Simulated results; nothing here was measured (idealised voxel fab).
A process module follows: voxel capacitor over wiring.
FYI the section here is cut, 165 nm wide, cells are 5 nm squares.
Square cells in a grid make up a cross-section in this document, and the grid is given as bands, listed from the top down, each one or more rows of cells.
Top height, bottom height, nm. Materials left to right, width each, nm. Single material + "throughout" = fills band edge to edge. "blank" = empty.
Convention: height 0 is the level below which the wafer, as received, is all one material. The lowest band does not terminate at the bottom but continues downward, represented as "from 0 down".
The width entry "30..40" should be interpreted row by row: the top row of cells in the band takes the first number, the bottom row takes the second number, and the change between adjacent rows is uniform throughout.
What does "no modifications" mean for a step? It means no cell of the cross-section changed in that step.
"Fully closed voids": sealed empty spaces, 8 cells or more, no open way to top, listed width x height at distance, with distance from the left edge and width, height and distance in nm.
The remark found on a step's line after its settings is issued by the simulator itself and pertains to that step.
overlay nm, on a step with a mask: how far to the right of its planned place the mask lay; to the left if negative
[Process steps foreseen in the plan]
1. RECEIVE,material Si
2. CONFORMAL_DEP,material SiO2,thk nm 10
3. DIRECTIONAL_DEP,material TiN,thk nm 5
4. DIRECTIONAL_DEP,material W,thk nm 15
5. PATTERN,tone cover,mask id METAL_1,material resist,width nm 30,pitch nm 85,thk nm 15,overlay nm 0
6. DIRECTIONAL_ETCH,etch materials W,depth nm 15
7. DIRECTIONAL_ETCH,etch materials TiN,depth nm 5
8. STRIP,etch materials resist
9. FILL_DEP,material SiO2,thk nm 5
10. CMP,height nm 30
11. CONFORMAL_DEP,material SiCN,thk nm 5
12. DIRECTIONAL_DEP,material SiO2,thk nm 10
13. MASKED_ETCH,tone open,mask id PLUG_1,width nm 15,etch materials SiO2,depth nm 10,overlay nm 0
14. MASKED_ETCH,tone open,mask id PLUG_1,width nm 15,etch materials SiCN,depth nm 5,overlay nm 0
15. EPI,material Ru,thk nm 10
16. EPI,material Ru,thk nm 5
17. DIRECTIONAL_DEP,material TiN,thk nm 5
18. DIRECTIONAL_DEP,material SiN,thk nm 5
19. DIRECTIONAL_DEP,material TiN,thk nm 5
20. MASKED_ETCH,tone cover,mask id UPPER_PLATE,width nm 60,etch materials TiN,depth nm 5,overlay nm 0
21. MASKED_ETCH,tone cover,mask id UPPER_PLATE,width nm 60,etch materials SiN,depth nm 5,overlay nm -15
22. MASKED_ETCH,tone cover,mask id LOWER_PLATE,width nm 70,etch materials TiN,depth nm 5,overlay nm 0
23. FILL_DEP,material SiO2,thk nm 20
24. CMP,height nm 75
25. PATTERN,tone open,mask id PLUG_2,material resist,width nm 15,thk nm 20,overlay nm 0
26. DIRECTIONAL_ETCH,etch materials SiO2,depth nm 15
27. STRIP,etch materials resist
28. CONFORMAL_DEP,material TiN,thk nm 5
29. FILL_DEP,material W,thk nm 5
30. CMP,height nm 75
31. CONFORMAL_DEP,material SiN,thk nm 5
Where the wafers of this document differ is in the overlay nm of step 21; they start out the same, and the plan states the value that applied to the first wafer.
[The as-received cross-section of the first of several wafers corresponds to the state after step 1]
- from 0 down = Si throughout
- Fully closed voids: none
[Quick key for the table: a row per wafer, taken at the end of the module. For each material it tells you how many cells the wafer gained (+) or lost (-) since it came in, and the closed voids come after]
overlay nm -15 | +9 Ru | +30 SiCN | +48 SiN | +356 SiO2 | +47 TiN | +38 W | Fully closed voids: none
overlay nm -10 | +9 Ru | +30 SiCN | +47 SiN | +358 SiO2 | +46 TiN | +38 W | Fully closed voids: none
overlay nm -5 | +9 Ru | +30 SiCN | +46 SiN | +360 SiO2 | +45 TiN | +38 W | Fully closed voids: none
overlay nm 0 | +9 Ru | +30 SiCN | +45 SiN | +361 SiO2 | +45 TiN | +38 W | Fully closed voids: none
overlay nm 5 | +9 Ru | +30 SiCN | +46 SiN | +360 SiO2 | +45 TiN | +38 W | Fully closed voids: none
overlay nm 10 | +9 Ru | +30 SiCN | +47 SiN | +358 SiO2 | +46 TiN | +38 W | Fully closed voids: none
overlay nm 15 | +9 Ru | +30 SiCN | +48 SiN | +356 SiO2 | +47 TiN | +38 W | Fully closed voids: none
